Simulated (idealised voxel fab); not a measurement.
The document below concerns the process module designated voxel self aligned contacts.
cross-section cut | 235 nm wide | cells 5 nm
Notation: cross-section as square-cell grid; stated in bands, top first, going down; one or more cell rows per band. A band entry consists of two parts. The first gives the height of the band's top and the height of its bottom, in nm. The rest lists the band's materials from left to right, each with its width in nm. A single material labelled with the word "throughout" fills the band from edge to edge, and the word "empty" marks empty space. Heights are measured from 0, the level below which the as-received wafer is all one material; the lowest band has no bottom and continues downward, written as in "0 nm and below". You'd read "30->40" like this: the band's top row of cells is as wide as the first number, its bottom row is as wide as the second, and going down, every row changes width by the same amount as the row before did. Take "nothing different" at face value: in the step it is given for, the cross-section changed in none of its cells. Heads up: "Closed void entries" only lists the empty pockets with no open path to the top that are 8 cells or more, and it writes them as width x height at distance, distance from the left edge, in nm. Past the settings on a step's line: simulator remark, on that step. overlay nm: where the mask lay relative to plan, measured to the right, on steps with a mask; negatives go left.

Steps planned for the process
1. RECEIVE | material Si
2. OXIDIZE | depth nm 5
3. DIRECTIONAL_DEP | material polySi | thk nm 25
4. DIRECTIONAL_DEP | material SiN | thk nm 15
5. PATTERN | tone cover | mask id GATE | material resist | width nm 30 | pitch nm 65 | thk nm 15 | overlay nm 0
6. DIRECTIONAL_ETCH | etch materials SiN | depth nm 15
7. DIRECTIONAL_ETCH | etch materials polySi | depth nm 25
8. STRIP | etch materials resist
9. CONFORMAL_DEP | material SiN | thk nm 5
10. DIRECTIONAL_ETCH | etch materials SiN | depth nm 5
11. FILL_DEP | material SiO2 | thk nm 15
12. CMP | height nm 45
13. DIRECTIONAL_DEP | material aC | thk nm 15
14. PATTERN | tone open | mask id CONTACT | material resist | width nm 45 | pitch nm 65 | thk nm 30 | overlay nm 0
15. DIRECTIONAL_ETCH | etch materials aC | depth nm 15
16. STRIP | etch materials resist
17. DIRECTIONAL_ETCH | etch materials SiO2 | depth nm 50
18. STRIP | etch materials aC
19. CONFORMAL_DEP | material TiN | thk nm 5
20. FILL_DEP | material Ru | thk nm 10
21. CMP | height nm 45
22. CONFORMAL_DEP | material SiCN | thk nm 5

Cross-section, incoming material, after step 1
0 nm and below  Si throughout
Closed void entries: none

Look at the cross-section after the module: the wafer started out the way shown above and the plan was the one shown above, yet one mistake was made along the way
50 nm to 45 nm  SiCN throughout
45 nm to 40 nm  Ru: 25  TiN: 35  SiO2: 45  TiN: 20  SiO2: 45  TiN: 35  Ru: 30
40 nm to 25 nm  Ru: 25  TiN: 5  SiN: 40  SiO2: 25  SiN: 40  SiO2: 25  SiN: 40  TiN: 5  Ru: 30
25 nm to 0 nm  Ru: 25  TiN: 5  SiN: 5  polySi: 30  SiN: 5  SiO2: 25  SiN: 5  polySi: 30  SiN: 5  SiO2: 25  SiN: 5  polySi: 30  SiN: 5  TiN: 5  Ru: 30
0 nm to -5 nm  TiN: 30  SiO2: 170  TiN: 35
-5 nm and below  Si throughout
Closed void entries: none
Deviation from plan: contrary to plan, step 14 was performed as PATTERN | tone cover | mask id CONTACT | material resist | width nm 45 | pitch nm 65 | thk nm 30 | overlay nm 0
